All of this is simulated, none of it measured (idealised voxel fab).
process module | voxel capacitor over wiring
Cross-section cut: width 230 nm, square cells of 5 nm.
Cross-sections here: square-cell grids, written as top-down lists of bands, a band being one or more rows of cells. A band entry consists of two parts. The first gives the height of the band's top and the height of its bottom, in nm. The rest lists the band's materials from left to right, each with its width in nm. A single material labelled with the word "everywhere" fills the band from edge to edge, and the word "empty" marks empty space. For the purposes of this specification, 0 denotes the height below which the wafer in its as-received condition is composed wholly of one material, and the lowermost band, lacking a lower limit, extends downward without end, as expressed in "top 0, no bottom". The notation "30->40" denotes a width that varies across the rows of cells in the band, beginning at the first number in the top row, finishing at the second number in the bottom row, and changing by an identical amount from each row to the next. Key: "no change" - step with no changed cell in the cross-section. "Sealed void listing" lists enclosed empty spaces (at least 8 cells, no open path upward to the top), each as width x height at distance from the left edge, in nm. On a step's line, text after the settings is the simulator commenting on that step. You can add "overlay nm" to a step's line. For a step with a mask, it describes how far the mask lay to the right of its planned position, and a negative number describes a lay to the left.

Here's what the planned process steps look like
1,RECEIVE | material Si
2,CONFORMAL_DEP | material SiO2 | thk nm 10
3,CONFORMAL_DEP | material SiCN | thk nm 5
4,DIRECTIONAL_DEP | material lowk | thk nm 20
5,MASKED_ETCH | tone open | mask id METAL_1 | width nm 30 | pitch nm 90 | etch materials lowk | depth nm 20 | overlay nm 0
6,MASKED_ETCH | tone open | mask id METAL_1 | width nm 30 | pitch nm 90 | etch materials SiCN | depth nm 5 | overlay nm 0
7,CONFORMAL_DEP | material TiN | thk nm 5
8,FILL_DEP | material W | thk nm 10
9,CMP | height nm 35
10,EPI | material Ru | thk nm 5
11,FILL_DEP | material SiCN | thk nm 5
12,DIRECTIONAL_DEP | material SiO2 | thk nm 15
13,MASKED_ETCH | tone open | mask id PLUG_1 | width nm 15 | etch materials SiO2 | depth nm 15 | overlay nm 0
14,MASKED_ETCH | tone open | mask id PLUG_1 | width nm 15 | etch materials SiCN | depth nm 5 | overlay nm 0
15,EPI | material Ru | thk nm 10
16,EPI | material Ru | thk nm 10
17,DIRECTIONAL_DEP | material TiN | thk nm 5
18,DIRECTIONAL_DEP | material SiN | thk nm 5
19,DIRECTIONAL_DEP | material TiN | thk nm 5
20,PATTERN | tone cover | mask id UPPER_PLATE | material resist | width nm 65 | thk nm 15 | overlay nm 0
21,DIRECTIONAL_ETCH | etch materials TiN | depth nm 5
22,DIRECTIONAL_ETCH | etch materials SiN | depth nm 5
23,STRIP | etch materials resist
24,MASKED_ETCH | tone cover | mask id LOWER_PLATE | width nm 75 | etch materials TiN | depth nm 5 | overlay nm 0
25,FILL_DEP | material SiO2 | thk nm 20
26,CMP | height nm 90
27,PATTERN | tone open | mask id PLUG_2 | material resist | width nm 15 | thk nm 20 | overlay nm 0
28,DIRECTIONAL_ETCH | etch materials SiO2 | depth nm 15
29,STRIP | etch materials resist
30,CONFORMAL_DEP | material TiN | thk nm 5
31,FILL_DEP | material Ru | thk nm 10
32,CMP | height nm 90
33,CONFORMAL_DEP | material SiN | thk nm 5

Step 1 complete: cross-section of the wafer as received
	top 0, no bottom | Si everywhere
	Sealed void listing: none

Final cross-section, module run with one mistake (start and plan as above)
	top 95, bottom 90 | SiN everywhere
	top 90, bottom 80 | SiO2 80 nm  TiN 5 nm  Ru 5 nm  TiN 5 nm  SiO2 135 nm
	top 80, bottom 70 | SiO2 80->70 nm  TiN 15->65 nm  SiO2 135->95 nm
	top 70, bottom 65 | SiO2 70 nm  SiN 65 nm  SiO2 95 nm
	top 65, bottom 60 | SiO2 65 nm  TiN 75 nm  SiO2 90 nm
	top 60, bottom 45 | SiO2 70 nm  Ru 15 nm  SiO2 145 nm
	top 45, bottom 40 | SiCN 70 nm  Ru 15 nm  SiCN 145 nm
	top 40, bottom 35 | Ru 60 nm  SiCN 20 nm  Ru 70 nm  SiCN 20 nm  Ru 60 nm
	top 35, bottom 20 | W 50 nm  TiN 5 nm  lowk 30 nm  TiN 5 nm  W 50 nm  TiN 5 nm  lowk 30 nm  TiN 5 nm  W 50 nm
	top 20, bottom 15 | TiN 55 nm  lowk 30 nm  TiN 60 nm  lowk 30 nm  TiN 55 nm
	top 15, bottom 10 | SiCN everywhere
	top 10, bottom 0 | SiO2 everywhere
	top 0, no bottom | Si everywhere
	Sealed void listing: none
Plan not followed: heads up, step 5 didn't go per plan, it actually ran as MASKED_ETCH | tone cover | mask id METAL_1 | width nm 30 | pitch nm 90 | etch materials lowk | depth nm 20 | overlay nm 0
